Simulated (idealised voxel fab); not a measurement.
A process module follows: voxel self aligned contacts.
Section cut is 260 nm wide and gridded with 5 nm square cells.
Heads up, the way a cross-section reads in here is a grid of square cells, handed over as bands from the top down, with every band being one or more rows of cells.
This entry defines a band. It first specifies the height of the band's top and the height of its bottom in nm, and then specifies the band's materials from left to right, stating each material with its width in nm. The word "all across" identifies a single material that fills the band from edge to edge, while the word "empty" identifies empty space.
It should be noted that heights are counted from 0, beneath which the wafer as supplied is of one material throughout, and that the lowest band possesses no lower boundary but continues downward, as written in "0 nm and below".
Top row gets the first number, bottom row gets the second, and each row in between changes by the same step: that is how a band width like "30->40" works.
"nothing different" (step): cross-section cells unchanged, all of them.
The entry "Internal closed voids" lists the empty spaces that cover at least 8 cells and have no open path to the top. Each is written as width x height at distance, where the distance is measured from the left edge and all three values are in nm.
Post-settings text on a step line: simulator's own remark regarding the step.
overlay nm: on a step with a mask, how far right of its planned place the mask lay; negative means left.
Here's what the planned process steps look like:
1. RECEIVE: material Si
2. CONFORMAL_DEP: material SiO2, thk nm 5
3. DIRECTIONAL_DEP: material polySi, thk nm 30
4. DIRECTIONAL_DEP: material SiN, thk nm 15
5. MASKED_ETCH: tone cover, mask id GATE, width nm 25, pitch nm 55, etch materials SiN, depth nm 15, overlay nm 0
6. MASKED_ETCH: tone cover, mask id GATE, width nm 25, pitch nm 55, etch materials polySi, depth nm 30, overlay nm 0
7. CONFORMAL_DEP: material SiN, thk nm 5
8. DIRECTIONAL_ETCH: etch materials SiN, depth nm 5
9. FILL_DEP: material SiO2, thk nm 20
10. CMP: height nm 60
11. PATTERN: tone open, mask id CONTACT, material resist, width nm 40, thk nm 20, overlay nm 0
12. DIRECTIONAL_ETCH: etch materials SiO2, depth nm 60
13. STRIP: etch materials resist
14. CONFORMAL_DEP: material TiN, thk nm 5
15. FILL_DEP: material Ru, thk nm 5
16. CMP: height nm 60
17. CONFORMAL_DEP: material SiCN, thk nm 5
As-received wafer cross-section (after step 1):
* 0 nm and below = Si all across
* Internal closed voids: none
As-planned run: cross-section of the first of two wafers at end of module:
* 65 nm to 60 nm = SiCN all across
* 60 nm to 50 nm = 110 SiO2  5->15 TiN  30->10 Ru  5->15 TiN  110 SiO2
* 50 nm to 35 nm = 85 SiO2  35 SiN  5 TiN  10 Ru  5 TiN  35 SiN  85 SiO2
* 35 nm to 5 nm = 85 SiO2  5 SiN  25 polySi  5 SiN  5 TiN  10 Ru  5 TiN  5 SiN  25 polySi  5 SiN  85 SiO2
* 5 nm to 0 nm = 120 SiO2  20 TiN  120 SiO2
* 0 nm and below = Si all across
* Internal closed voids: none
Cross-section of the latter of the two wafers at module completion. It had an identical start and an identical plan to the former; in running it, one mistake was made:
* 65 nm to 60 nm = SiCN all across
* 60 nm to 55 nm = 110 SiO2  5 TiN  30 Ru  5 TiN  110 SiO2
* 55 nm to 50 nm = 110 SiO2  40 TiN  110 SiO2
* 50 nm to 35 nm = 80 SiO2  45 SiN  10 TiN  45 SiN  80 SiO2
* 35 nm to 5 nm = 80 SiO2  5 SiN  35 polySi  5 SiN  10 TiN  5 SiN  35 polySi  5 SiN  80 SiO2
* 5 nm to 0 nm = 125 SiO2  10 TiN  125 SiO2
* 0 nm and below = Si all across
* Internal closed voids: none
What was done differently from what was planned? step 5 went in with a setting other than planned; the actual run was MASKED_ETCH: tone cover, mask id GATE, width nm 35, pitch nm 55, etch materials SiN, depth nm 15, overlay nm 0
Once processing is complete, comparing cell counts shows that the second wafer has more or fewer of certain materials than the first: 20 fewer of Ru; 12 more of SiN; 16 fewer of SiO2; 24 more of polySi
